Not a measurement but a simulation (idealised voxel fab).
voxel transistor to metal: a process module
Square cells of 5 nm make up the cross-section cut, whose width is 205 nm.
Throughout this document, each cross-section is represented as a grid of square cells and is presented as a sequence of bands enumerated from the top downward, where a band comprises one or more rows of cells.
Within each band entry, the heights of the top and of the bottom of the band appear first, in that order and in nm; the materials of the band then follow from left to right, each with its corresponding width in nm. The designation "edge to edge" on a single material indicates that it fills the band from edge to edge; the designation "air" indicates empty space.
Basically, 0 is our baseline, since under it the wafer straight out of the box is all one material. The bottom band has no lower end and keeps on going down, so it looks like "top 0, no bottom".
Width: "30 to 40" (first number = top row, second number = bottom row, same change from row to row of cells).
Take "no change" at face value: in the step it is given for, the cross-section changed in none of its cells.
The list in "Non-vented voids" covers empty spaces of 8 cells or more that cannot reach the top through any open way, and it gives each as width x height at distance; the distance is from the left edge, and width, height and distance are in nm.
Heads up: the bit after the settings on a step's line is the simulator's remark on that step.
If you see "overlay nm" on a step's line and that step has a mask, it's telling you how far right of where it was planned the mask ended up; a negative number means it went left instead.

The following list gives the planned process steps:
- 1: RECEIVE,material Si
- 2: OXIDIZE,depth nm 5
- 3: CONFORMAL_DEP,material SiN,thk nm 15
- 4: DIRECTIONAL_DEP,material aC,thk nm 10
- 5: PATTERN,tone cover,mask id ACTIVE,material resist,width nm 105,thk nm 30,overlay nm 0
- 6: DIRECTIONAL_ETCH,etch materials aC,depth nm 10
- 7: STRIP,etch materials resist
- 8: DIRECTIONAL_ETCH,etch materials SiN,depth nm 15
- 9: DIRECTIONAL_ETCH,etch materials SiO2,depth nm 5
- 10: DIRECTIONAL_ETCH,etch materials Si,depth nm 35
- 11: STRIP,etch materials aC
- 12: FILL_DEP,material SiO2,thk nm 15
- 13: CMP,height nm 15
- 14: SELECTIVE_ETCH,etch materials SiO2,depth nm 5
- 15: STRIP,etch materials SiN
- 16: SELECTIVE_ETCH,etch materials SiO2,depth nm 5
- 17: OXIDIZE,depth nm 5
- 18: DIRECTIONAL_DEP,material polySi,thk nm 25
- 19: DIRECTIONAL_DEP,material SiCN,thk nm 15
- 20: MASKED_ETCH,tone cover,mask id GATE,width nm 25,etch materials SiCN,depth nm 25,overlay nm 0
- 21: MASKED_ETCH,tone cover,mask id GATE,width nm 25,etch materials polySi,depth nm 35,overlay nm 0
- 22: CONFORMAL_DEP,material SiN,thk nm 5
- 23: DIRECTIONAL_ETCH,etch materials SiN,depth nm 5
- 24: DIRECTIONAL_ETCH,etch materials SiO2,depth nm 5
- 25: EPI,material SiGe,thk nm 5
- 26: FILL_DEP,material SiO2,thk nm 5
- 27: CMP,height nm 35
- 28: DIRECTIONAL_DEP,material SiO2,thk nm 10
- 29: MASKED_ETCH,tone open,mask id CONTACT,width nm 30,pitch nm 65,etch materials SiO2,depth nm 50,overlay nm 0
- 30: CONFORMAL_DEP,material TiN,thk nm 5
- 31: FILL_DEP,material W,thk nm 5
- 32: CMP,height nm 45
- 33: DIRECTIONAL_DEP,material TiN,thk nm 5
- 34: DIRECTIONAL_DEP,material W,thk nm 25
- 35: MASKED_ETCH,tone cover,mask id METAL_1,width nm 15,pitch nm 80,etch materials W,depth nm 25,overlay nm 0
- 36: MASKED_ETCH,tone cover,mask id METAL_1,width nm 15,pitch nm 80,etch materials TiN,depth nm 5,overlay nm 0
- 37: FILL_DEP,material lowk,thk nm 5
- 38: CMP,height nm 75
- 39: CONFORMAL_DEP,material SiCN,thk nm 5
- 40: DIRECTIONAL_DEP,material lowk,thk nm 25
- 41: DIRECTIONAL_DEP,material aC,thk nm 15
- 42: PATTERN,tone open,mask id METAL_2,material resist,width nm 15,pitch nm 80,thk nm 30,overlay nm 0
- 43: DIRECTIONAL_ETCH,etch materials aC,depth nm 15
- 44: STRIP,etch materials resist
- 45: DIRECTIONAL_ETCH,etch materials lowk,depth nm 15
- 46: STRIP,etch materials aC
- 47: DIRECTIONAL_DEP,material aC,thk nm 10
- 48: PATTERN,tone open,mask id METAL_2_HOLES,material resist,width nm 15,pitch nm 80,thk nm 30,overlay nm 0
- 49: DIRECTIONAL_ETCH,etch materials aC,depth nm 10
- 50: STRIP,etch materials resist
- 51: DIRECTIONAL_ETCH,etch materials lowk,depth nm 10
- 52: DIRECTIONAL_ETCH,etch materials SiCN,depth nm 5
- 53: STRIP,etch materials aC
- 54: CONFORMAL_DEP,material TiN,thk nm 5
- 55: FILL_DEP,material Cu,thk nm 5
- 56: CMP,height nm 105
- 57: CONFORMAL_DEP,material SiCN,thk nm 5

Cross-sectional view of the wafer in its as-received condition, corresponding to the state after step 1:
    top 0, no bottom  Si edge to edge
    Non-vented voids: none

Sectioned view, first of two wafers, at the close of the module, processed as intended in the plan:
    top 110, bottom 105  SiCN edge to edge
    top 105, bottom 80  55 lowk, then 5 TiN, then 5 Cu, then 5 TiN, then 65 lowk, then 5 TiN, then 5 Cu, then 5 TiN, then 55 lowk
    top 80, bottom 75  55 SiCN, then 15 TiN, then 65 SiCN, then 15 TiN, then 55 SiCN
    top 75, bottom 50  55 lowk, then 15 W, then 65 lowk, then 15 W, then 55 lowk
    top 50, bottom 45  55 lowk, then 15 TiN, then 65 lowk, then 15 TiN, then 55 lowk
    top 45, bottom 35  55 SiO2, then 5 TiN, then 20 W, then 5 TiN, then 35 SiO2, then 5 TiN, then 20 W, then 5 TiN, then 55 SiO2
    top 35, bottom 20  55 SiO2, then 5 TiN, then 20 W, then 5 TiN, then 5 SiN, then 25 SiCN, then 5 SiN, then 5 TiN, then 20 W, then 5 TiN, then 55 SiO2
    top 20, bottom 5  55 SiO2, then 5 TiN, then 20 W, then 5 TiN, then 5 SiN, then 25 polySi, then 5 SiN, then 5 TiN, then 20 W, then 5 TiN, then 55 SiO2
    top 5, bottom 0  45 SiO2, then 5 SiN, then 5 SiO2, then 5 TiN, then 20 W, then 5 TiN, then 5 SiN, then 25 polySi, then 5 SiN, then 5 TiN, then 20 W, then 5 TiN, then 5 SiO2, then 5 SiN, then 45 SiO2
    top 0, bottom -5  45 SiO2, then 5 SiN, then 5 SiO2, then 30 TiN, then 5 SiN, then 25 polySi, then 5 SiN, then 30 TiN, then 5 SiO2, then 5 SiN, then 45 SiO2
    top -5, bottom -10  50 SiO2, then 35 SiGe, then 35 SiO2, then 35 SiGe, then 50 SiO2
    top -10, bottom -40  50 SiO2, then 105 Si, then 50 SiO2
    top -40, no bottom  Si edge to edge
    Non-vented voids: none

Second wafer through the module, sectioned at the end: same beginning and same plan as the first wafer, with one mistake in carrying it out:
    top 110, bottom 105  SiCN edge to edge
    top 105, bottom 80  55 lowk, then 5 TiN, then 5 Cu, then 5 TiN, then 65 lowk, then 5 TiN, then 5 Cu, then 5 TiN, then 55 lowk
    top 80, bottom 75  55 SiCN, then 15 TiN, then 65 SiCN, then 15 TiN, then 55 SiCN
    top 75, bottom 50  55 lowk, then 15 W, then 65 lowk, then 15 W, then 55 lowk
    top 50, bottom 45  55 lowk, then 15 TiN, then 65 lowk, then 15 TiN, then 55 lowk
    top 45, bottom 35  55 SiO2, then 5 TiN, then 20 W, then 5 TiN, then 35 SiO2, then 5 TiN, then 20 W, then 5 TiN, then 55 SiO2
    top 35, bottom 20  55 SiO2, then 5 TiN, then 20 W, then 5 TiN, then 5 SiN, then 25 polySi, then 5 SiN, then 5 TiN, then 20 W, then 5 TiN, then 55 SiO2
    top 20, bottom 15  55 SiO2, then 30 TiN, then 35 SiO2, then 30 TiN, then 55 SiO2
    top 15, bottom 0  50 SiO2, then 105 SiN, then 50 SiO2
    top 0, bottom -5  SiO2 edge to edge
    top -5, bottom -40  50 SiO2, then 105 Si, then 50 SiO2
    top -40, no bottom  Si edge to edge
    Non-vented voids: none
Want to know what went wrong? no execution of plan step 13; skipped
at the end the second wafer has, in cells: Si +21; SiCN -15; SiGe -14; SiN +49; SiO2 +17; TiN -16; W -32; polySi -10
